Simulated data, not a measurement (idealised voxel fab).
The name of this process module is voxel transistor to metal.
FYI the section here is cut, 180 nm wide, cells are 5 nm squares.
Cross-section, as written here: a square-cell grid given band by band from the top down, where a band holds one or more rows of cells. Basically the band line says how high the top is and how high the bottom is, in nm, and then what's in it from left to right, every material with its width in nm. Empty space shows up as "blank", and if a single material carries "full width" it runs the full band edge to edge. Heights are expressed relative to 0, this being the level below which the as-received wafer comprises one material exclusively. The lowest band is unbounded in the downward direction and is denoted as in "z 0 and below". Read "30..40" as a graded width: first number on top, second number at the bottom, same change between each pair of neighbouring rows. A step reported as "nothing changed" is a step in which no cell of the cross-section changed. "Fully sealed cavities" specifies each empty space that is not open to the top and that occupies no fewer than 8 cells, using the form width x height at distance, the distance measured from the left edge and all three quantities in nm. after a step's settings: what the simulator itself notes on the step. You can add "overlay nm" to a step's line. For a step with a mask, it describes how far the mask lay to the right of its planned position, and a negative number describes a lay to the left.
THE STEPS PLANNED FOR THE PROCESS ARE AS FOLLOWS
1,RECEIVE | material Si
2,CONFORMAL_DEP | material SiO2 | thk nm 5
3,CONFORMAL_DEP | material SiN | thk nm 15
4,MASKED_ETCH | tone cover | mask id ACTIVE | width nm 115 | etch materials SiN | depth nm 15 | overlay nm 0
5,MASKED_ETCH | tone cover | mask id ACTIVE | width nm 115 | etch materials SiO2 | depth nm 5 | overlay nm 0
6,MASKED_ETCH | tone cover | mask id ACTIVE | width nm 115 | etch materials Si | depth nm 25 | overlay nm 0
7,OXIDIZE | depth nm 5
8,FILL_DEP | material SiO2 | thk nm 10
9,CMP | height nm 20
10,SELECTIVE_ETCH | etch materials SiO2 | depth nm 15
11,STRIP | etch materials SiN
12,SELECTIVE_ETCH | etch materials SiO2 | depth nm 5
13,OXIDIZE | depth nm 5
14,DIRECTIONAL_DEP | material polySi | thk nm 30
15,DIRECTIONAL_DEP | material SiCN | thk nm 15
16,PATTERN | tone cover | mask id GATE | material resist | width nm 25 | thk nm 15 | overlay nm 0
17,DIRECTIONAL_ETCH | etch materials SiCN | depth nm 25
18,DIRECTIONAL_ETCH | etch materials polySi | depth nm 40
19,STRIP | etch materials resist
20,CONFORMAL_DEP | material SiN | thk nm 10
21,DIRECTIONAL_ETCH | etch materials SiN | depth nm 10
22,DIRECTIONAL_ETCH | etch materials SiO2 | depth nm 5
23,DIRECTIONAL_ETCH | etch materials Si | depth nm 10
24,EPI | material pSi | thk nm 15
25,FILL_DEP | material SiO2 | thk nm 10
26,CMP | height nm 45
27,DIRECTIONAL_DEP | material SiO2 | thk nm 15
28,DIRECTIONAL_DEP | material aC | thk nm 15
29,PATTERN | tone open | mask id CONTACT | material resist | width nm 15 | pitch nm 80 | thk nm 30 | overlay nm 0
30,DIRECTIONAL_ETCH | etch materials aC | depth nm 15
31,STRIP | etch materials resist
32,DIRECTIONAL_ETCH | etch materials SiO2 | depth nm 60
33,STRIP | etch materials aC
34,CONFORMAL_DEP | material TiN | thk nm 5
35,FILL_DEP | material Ru | thk nm 5
36,CMP | height nm 60
37,CONFORMAL_DEP | material SiN | thk nm 5
38,DIRECTIONAL_DEP | material SiO2 | thk nm 15
39,DIRECTIONAL_DEP | material aC | thk nm 10
40,PATTERN | tone open | mask id METAL_1 | material resist | width nm 15 | pitch nm 80 | thk nm 30 | overlay nm 0
41,DIRECTIONAL_ETCH | etch materials aC | depth nm 10
42,STRIP | etch materials resist
43,DIRECTIONAL_ETCH | etch materials SiO2 | depth nm 15
44,DIRECTIONAL_ETCH | etch materials SiN | depth nm 5
45,STRIP | etch materials aC
46,CONFORMAL_DEP | material TiN | thk nm 5
47,FILL_DEP | material Ru | thk nm 5
48,CMP | height nm 80
49,CONFORMAL_DEP | material SiCN | thk nm 5
50,DIRECTIONAL_DEP | material SiO2 | thk nm 30
51,DIRECTIONAL_DEP | material aC | thk nm 10
52,PATTERN | tone open | mask id METAL_2 | material resist | width nm 15 | pitch nm 80 | thk nm 25 | overlay nm 0
53,DIRECTIONAL_ETCH | etch materials aC | depth nm 10
54,STRIP | etch materials resist
55,DIRECTIONAL_ETCH | etch materials SiO2 | depth nm 20
56,STRIP | etch materials aC
57,MASKED_ETCH | tone open | mask id METAL_2_HOLES | width nm 15 | pitch nm 80 | etch materials SiO2 | depth nm 10 | overlay nm 0
58,MASKED_ETCH | tone open | mask id METAL_2_HOLES | width nm 15 | pitch nm 80 | etch materials SiCN | depth nm 5 | overlay nm 0
59,CONFORMAL_DEP | material TiN | thk nm 5
60,FILL_DEP | material Cu | thk nm 10
61,CMP | height nm 115
62,CONFORMAL_DEP | material SiN | thk nm 5
SHOWN IN CROSS-SECTION IS THE WAFER AS RECEIVED, THAT IS, AS IT STANDS AFTER STEP 1
- z 0 and below = Si full width
- Fully sealed cavities: none
MODULE COMPLETE, CROSS-SECTION. STARTING POINT AND PLAN PER ABOVE. ONE MISTAKE MADE IN RUNNING THE MODULE
- z 120 to 115 = SiN full width
- z 115 to 85 = SiO2: 40 / TiN: 5 / Cu: 5 / TiN: 5 / SiO2: 65 / TiN: 5 / Cu: 5 / TiN: 5 / SiO2: 45
- z 85 to 80 = SiCN: 40 / TiN: 15 / SiCN: 65 / TiN: 15 / SiCN: 45
- z 80 to 65 = SiO2: 40 / TiN: 5 / Ru: 5 / TiN: 5 / SiO2: 65 / TiN: 5 / Ru: 5 / TiN: 5 / SiO2: 45
- z 65 to 60 = SiN: 40 / TiN: 15 / SiN: 65 / TiN: 15 / SiN: 45
- z 60 to 45 = SiO2: 40 / TiN: 5 / Ru: 5 / TiN: 5 / SiO2: 65 / TiN: 5 / Ru: 5 / TiN: 5 / SiO2: 45
- z 45 to 30 = SiO2: 40 / TiN: 5 / Ru: 5 / TiN: 5 / SiO2: 10 / SiN: 10 / SiCN: 25 / SiN: 10 / SiO2: 10 / TiN: 5 / Ru: 5 / TiN: 5 / SiO2: 45
- z 30 to 10 = SiO2: 40 / TiN: 5 / Ru: 5 / TiN: 5 / SiO2: 10 / SiN: 10 / polySi: 25 / SiN: 10 / SiO2: 10 / TiN: 5 / Ru: 5 / TiN: 5 / SiO2: 45
- z 10 to 5 = SiO2: 40 / TiN: 15 / SiO2: 10 / SiN: 10 / polySi: 25 / SiN: 10 / SiO2: 10 / TiN: 15 / SiO2: 45
- z 5 to 0 = SiN: 75 / polySi: 25 / SiN: 80
- z 0 to -5 = SiO2 full width
- z -5 to -30 = SiO2: 35 / Si: 105 / SiO2: 40
- z -30 and below = Si full width
- Fully sealed cavities: none
What went wrong in running the wafer? it should be noted that step 21 was executed with settings other than those planned, the operation and settings actually applied being DIRECTIONAL_ETCH | etch materials SiN | depth nm 5
